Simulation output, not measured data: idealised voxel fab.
process module | voxel wiring stack
For reference, the cross-section in this document is cut, with width 180 nm and square cells of 5 nm.
Cross-section = grid of square cells, listed top down in bands; band = one or more rows. Top, bottom (nm), then materials left to right with widths (nm); lone material tagged "edge to edge" fills the whole band edge to edge; "blank" = empty space. Zero point of the height axis is 0; under it, received wafer = one material. Lowest band: continues down indefinitely, "0 down". A two-number width, for instance "30->40", indicates that the width is equal to the first number in the top row of the band and to the second number in the bottom row, and that it changes by a constant amount per row of cells. When a step is marked "changes: none", none of the cells in the cross-section changed during that step. "Fully closed voids" - sealed voids, min. 8 cells, no opening to top; format: width x height at distance (distance from left edge; nm throughout). Past the settings on a step's line: simulator remark, on that step. overlay nm: where the mask lay relative to plan, measured to the right, on steps with a mask; negatives go left.
The following list gives the planned process steps:
| 1 | RECEIVE, material Si |
| 2 | CONFORMAL_DEP, material SiO2, thk nm 10 |
| 3 | CONFORMAL_DEP, material SiN, thk nm 5 |
| 4 | DIRECTIONAL_DEP, material SiO2, thk nm 25 |
| 5 | PATTERN, tone open, mask id METAL_1, material resist, width nm 30, pitch nm 60, thk nm 20, overlay nm 0 |
| 6 | DIRECTIONAL_ETCH, etch materials SiO2, depth nm 25 |
| 7 | DIRECTIONAL_ETCH, etch materials SiN, depth nm 5 |
| 8 | STRIP, etch materials resist |
| 9 | CONFORMAL_DEP, material TiN, thk nm 5 |
| 10 | FILL_DEP, material W, thk nm 5 |
| 11 | CMP, height nm 40 |
| 12 | CONFORMAL_DEP, material SiCN, thk nm 5 |
| 13 | DIRECTIONAL_DEP, material SiO2, thk nm 10 |
| 14 | MASKED_ETCH, tone open, mask id PLUG_1, width nm 15, etch materials SiO2, depth nm 10, overlay nm 0 |
| 15 | MASKED_ETCH, tone open, mask id PLUG_1, width nm 15, etch materials SiCN, depth nm 5, overlay nm 0 |
| 16 | CONFORMAL_DEP, material TiN, thk nm 5 |
| 17 | FILL_DEP, material Cu, thk nm 5 |
| 18 | CMP, height nm 55 |
| 19 | DIRECTIONAL_DEP, material TiN, thk nm 5 |
| 20 | DIRECTIONAL_DEP, material Ru, thk nm 25 |
| 21 | PATTERN, tone cover, mask id METAL_2, material resist, width nm 30, pitch nm 60, thk nm 15, overlay nm 0 |
| 22 | DIRECTIONAL_ETCH, etch materials Ru, depth nm 25 |
| 23 | DIRECTIONAL_ETCH, etch materials TiN, depth nm 5 |
| 24 | STRIP, etch materials resist |
| 25 | CONFORMAL_DEP, material SiCN, thk nm 5 |
| 26 | FILL_DEP, material SiO2, thk nm 10 |
| 27 | CMP, height nm 85 |
| 28 | CONFORMAL_DEP, material SiCN, thk nm 5 |
| 29 | DIRECTIONAL_DEP, material SiO2, thk nm 30 |
| 30 | DIRECTIONAL_DEP, material aC, thk nm 10 |
| 31 | PATTERN, tone open, mask id METAL_3_HOLES, material resist, width nm 15, pitch nm 60, thk nm 30, overlay nm 0 |
| 32 | DIRECTIONAL_ETCH, etch materials aC, depth nm 10 |
| 33 | STRIP, etch materials resist |
| 34 | DIRECTIONAL_ETCH, etch materials SiO2, depth nm 30 |
| 35 | STRIP, etch materials aC |
| 36 | PATTERN, tone open, mask id METAL_3, material resist, width nm 20, pitch nm 60, thk nm 15, overlay nm 0 |
| 37 | DIRECTIONAL_ETCH, etch materials SiO2, depth nm 20 |
| 38 | DIRECTIONAL_ETCH, etch materials SiCN, depth nm 5 |
| 39 | STRIP, etch materials resist |
| 40 | CONFORMAL_DEP, material TiN, thk nm 5 |
| 41 | FILL_DEP, material Cu, thk nm 10 |
| 42 | CMP, height nm 120 |
| 43 | CONFORMAL_DEP, material SiN, thk nm 5 |
Split variable: width nm, step 36. Plan value = first wafer. Wafers start alike.
Sectional view: first of several wafers, as received, after step 1:
0 down  Si edge to edge
Fully closed voids: none
Here's the first of several wafers in cross-section, end of the module, after the last step, step 43:
125 to 120  SiN edge to edge
120 to 105  45 of SiO2, then 5 of TiN, then 15 of Cu, then 5 of TiN, then 35 of SiO2, then 5 of TiN, then 15 of Cu, then 5 of TiN, then 50 of SiO2
105 to 95  45 of SiO2, then 5 of TiN, then 5 of Cu, then 15->5 of TiN, then 35->45 of SiO2, then 5 of TiN, then 5 of Cu, then 15->5 of TiN, then 50->60 of SiO2
95 to 90  45 of SiO2, then 15 of TiN, then 45 of SiO2, then 15 of TiN, then 60 of SiO2
90 to 85  50 of SiCN, then 10 of TiN, then 50 of SiCN, then 10 of TiN, then 60 of SiCN
85 to 60  40 of SiO2, then 5 of SiCN, then 30 of Ru, then 5 of SiCN, then 20 of SiO2, then 5 of SiCN, then 30 of Ru, then 5 of SiCN, then 40 of SiO2
60 to 55  45 of SiCN, then 30 of TiN, then 30 of SiCN, then 30 of TiN, then 45 of SiCN
55 to 45  45 of SiO2, then 5 of TiN, then 5 of Cu, then 5 of TiN, then 120 of SiO2
45 to 40  45 of SiCN, then 15 of TiN, then 120 of SiCN
40 to 15  45 of SiO2, then 5 of TiN, then 20 of W, then 5 of TiN, then 30 of SiO2, then 5 of TiN, then 20 of W, then 5 of TiN, then 45 of SiO2
15 to 10  45 of SiN, then 30 of TiN, then 30 of SiN, then 30 of TiN, then 45 of SiN
10 to 0  SiO2 edge to edge
0 down  Si edge to edge
Fully closed voids: none
Cross-sectional view of the final wafer of several at the module's end:
125 to 120  SiN edge to edge
120 to 105  40 of SiO2, then 5 of TiN, then 35 of Cu, then 5 of TiN, then 15 of SiO2, then 5 of TiN, then 35 of Cu, then 5 of TiN, then 35 of SiO2
105 to 100  40 of SiO2, then 10 of TiN, then 5 of Cu, then 30 of TiN, then 15 of SiO2, then 10 of TiN, then 5 of Cu, then 30 of TiN, then 35 of SiO2
100 to 90  45 of SiO2, then 5 of TiN, then 5 of Cu, then 5 of TiN, then 45 of SiO2, then 5 of TiN, then 5 of Cu, then 5 of TiN, then 60 of SiO2
90 to 85  45 of SiCN, then 15 of TiN, then 45 of SiCN, then 15 of TiN, then 60 of SiCN
85 to 60  40 of SiO2, then 5 of SiCN, then 30 of Ru, then 5 of SiCN, then 20 of SiO2, then 5 of SiCN, then 30 of Ru, then 5 of SiCN, then 40 of SiO2
60 to 55  45 of SiCN, then 30 of TiN, then 30 of SiCN, then 30 of TiN, then 45 of SiCN
55 to 45  45 of SiO2, then 5 of TiN, then 5 of Cu, then 5 of TiN, then 120 of SiO2
45 to 40  45 of SiCN, then 15 of TiN, then 120 of SiCN
40 to 15  45 of SiO2, then 5 of TiN, then 20 of W, then 5 of TiN, then 30 of SiO2, then 5 of TiN, then 20 of W, then 5 of TiN, then 45 of SiO2
15 to 10  45 of SiN, then 30 of TiN, then 30 of SiN, then 30 of TiN, then 45 of SiN
10 to 0  SiO2 edge to edge
0 down  Si edge to edge
Fully closed voids: none
Basically each wafer gets a line in the table, showing it at the end of the module: material by material, the cells it gained (+) or lost (-) since we got it, then its closed voids:
width nm 20; +24 Cu; +60 Ru; +109 SiCN; +60 SiN; +522 SiO2; +85 TiN; +40 W; Fully closed voids: none
width nm 25; +30 Cu; +60 Ru; +109 SiCN; +60 SiN; +514 SiO2; +87 TiN; +40 W; Fully closed voids: none
width nm 30; +32 Cu; +60 Ru; +107 SiCN; +60 SiN; +514 SiO2; +87 TiN; +40 W; Fully closed voids: none
width nm 35; +38 Cu; +60 Ru; +107 SiCN; +60 SiN; +506 SiO2; +89 TiN; +40 W; Fully closed voids: none
width nm 40; +44 Cu; +60 Ru; +107 SiCN; +60 SiN; +498 SiO2; +91 TiN; +40 W; Fully closed voids: none
width nm 45; +50 Cu; +60 Ru; +107 SiCN; +60 SiN; +490 SiO2; +93 TiN; +40 W; Fully closed voids: none
